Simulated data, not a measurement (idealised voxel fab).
Module name: voxel lift off (process module)
235 nm wide, 5 nm square cells: that's cross-section cut.
We lay out every cross-section as a grid of square cells and spell it out in bands from the top down, where one band means one or more rows of cells.
Band: top height; bottom height; in nm. Then, left to right: material with width in nm, for each material. "full width": a single material spanning edge to edge. "air": empty space.
Heights are reckoned from 0. Under this level, the received wafer is all of one material. The bottommost band is open-ended downward, for example "0 -> down".
It should be noted that a width expressed as "30..40" varies in equal increments from row to row of cells within the band, taking the value of the first number at the top row and that of the second number at the bottom row.
"nothing got changed" after a step means that no cell of the cross-section changed.
The entry titled "Closed voids list" provides the empty spaces that have no open way to the top, restricted to those of 8 cells or more. Each is presented as width x height at distance, the distance being measured from the left edge, with all three in nm.
after a step's settings: what the simulator itself notes on the step
overlay nm: mask offset rightward from planned place, masked step; negative means leftward offset.
## Intended process steps
- 1: RECEIVE,material Si
- 2: CONFORMAL_DEP,material SiN,thk nm 10
- 3: PATTERN,tone open,mask id LINES,material resist,width nm 25,pitch nm 40,thk nm 30,overlay nm 0
- 4: DIRECTIONAL_DEP,material Ru,thk nm 15
- 5: STRIP,etch materials resist
- 6: CONFORMAL_DEP,material SiCN,thk nm 10
## Run as planned: first of two wafers
## Cross-section: wafer on arrival = after step 1
> 0 -> down: Si full width
> Closed voids list: none
## So this is the wafer cross-section right after step 2
> 10 -> 0: SiN full width
> Everything under 0 stays put, no change at all.
## So this is the wafer cross-section right after step 3
> 40 -> 10: 85 resist  25 air  15 resist  25 air  85 resist
> Everything under 10 stays put, no change at all.
## So this is the wafer cross-section right after step 4
> 55 -> 40: 85 Ru  25 air  15 Ru  25 air  85 Ru
> 40 -> 25: 85 resist  25 air  15 resist  25 air  85 resist
> 25 -> 10: 85 resist  25 Ru  15 resist  25 Ru  85 resist
> Everything under 10 stays put, no change at all.
## So this is the wafer cross-section right after step 5
> 25 -> 10: 85 air  25 Ru  15 air  25 Ru  85 air
> Everything under 10 stays put, no change at all.
## So this is the wafer cross-section right after step 6
> 35 -> 25: 75 air  85 SiCN  75 air
> 25 -> 20: 75 air  10 SiCN  25 Ru  15 SiCN  25 Ru  10 SiCN  75 air
> 20 -> 10: 85 SiCN  25 Ru  15 SiCN  25 Ru  85 SiCN
> Everything under 10 stays put, no change at all.
## Okay, second wafer. Nothing different at the start, nothing different in the plan, just one mistake somewhere in the running. As far as step 2, counting that step, it's the first wafer all over again
## What the second wafer looks like in cross-section when step 3 should have wrapped up
> 40 -> 10: 90 resist  15 air  25 resist  15 air  90 resist
> Everything under 10 stays put, no change at all.
## What the second wafer looks like in cross-section when step 4 should have wrapped up
> 55 -> 40: 90 Ru  15 air  25 Ru  15 air  90 Ru
> 40 -> 25: 90 resist  15 air  25 resist  15 air  90 resist
> 25 -> 10: 90 resist  15 Ru  25 resist  15 Ru  90 resist
> Everything under 10 stays put, no change at all.
## What the second wafer looks like in cross-section when step 5 should have wrapped up
> 25 -> 10: 90 air  15 Ru  25 air  15 Ru  90 air
> Everything under 10 stays put, no change at all.
## What the second wafer looks like in cross-section when step 6 should have wrapped up
> 35 -> 25: 80 air  35 SiCN  5 air  35 SiCN  80 air
> 25 -> 20: 80 air  10 SiCN  15 Ru  10 SiCN  5 air  10 SiCN  15 Ru  10 SiCN  80 air
> 20 -> 10: 90 SiCN  15 Ru  25 SiCN  15 Ru  90 SiCN
> Everything under 10 stays put, no change at all.
It is concluded that the wafer was processed incorrectly with respect to the plan, in that step 3 ran differently from the plan; actual operation with settings: PATTERN,tone open,mask id LINES,material resist,width nm 15,pitch nm 40,thk nm 30,overlay nm 0
Final tally in cells, some materials are higher or lower on the second wafer than on the first: -12 Ru | +3 SiCN
